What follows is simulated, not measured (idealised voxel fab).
A process module follows: voxel local oxidation.
We display cut, a cross-section 205 nm in width whose square cells are each 5 nm.
Reading order for cross-sections: top band down to bottom band. Underlying form: a grid of square cells. Band size: one or more rows of cells.
It is stipulated that each band's entry specify, in nanometres, the height of the top of the band and then that of its bottom, followed by the materials of the band in left-to-right sequence, each together with its width in nanometres. A single material marked by the word "throughout" is understood to fill the band from edge to edge; the word "air" is understood to denote empty space.
For the purposes of this specification, 0 denotes the height below which the wafer in its as-received condition is composed wholly of one material, and the lowermost band, lacking a lower limit, extends downward without end, as expressed in "0 down".
Note: "30->40" means the width goes from the first number (top row of the band) to the second number (bottom row) in equal steps per row of cells.
"no change", as given for a step, is the statement that not any cell of the cross-section underwent a change during that step.
For the entry "Cavities, closed", the listed items are empty spaces with no open way to the top whose size is 8 cells or more; each item follows the pattern width x height at distance, where distance is from the left edge and all three are in nm.
What comes after the settings on a step's line is commentary from the simulator itself on that step.
overlay nm: mask offset rightward from planned place, masked step; negative means leftward offset.

The process steps that were planned are listed below
1 RECEIVE (material Si)
2 OXIDIZE (depth nm 5)
3 CONFORMAL_DEP (material SiN; thk nm 15)
4 DIRECTIONAL_DEP (material aC; thk nm 15)
5 PATTERN (tone cover; mask id ACTIVE; material resist; width nm 130; thk nm 35; overlay nm 0)
6 DIRECTIONAL_ETCH (etch materials aC; depth nm 15)
7 STRIP (etch materials resist)
8 DIRECTIONAL_ETCH (etch materials SiN; depth nm 15)
9 STRIP (etch materials aC)
10 SELECTIVE_ETCH (etch materials SiO2; depth nm 5)
11 OXIDIZE (depth nm 15)
12 STRIP (etch materials SiN)

As received (post step 1): cross-section
0 down | Si throughout
Cavities, closed: none

The plan above was carried out on the starting structure above with one mistake, and this cross-section shows the wafer at the end of the module
0 to -5 | SiO2: 30  air: 140  SiO2: 35
-5 to -20 | Si: 15  SiO2: 170  Si: 20
-20 down | Si throughout
Cavities, closed: none
Here's what went sideways: planned and actual differ for step 5; actual: PATTERN (tone open; mask id ACTIVE; material resist; width nm 130; thk nm 35; overlay nm 0)
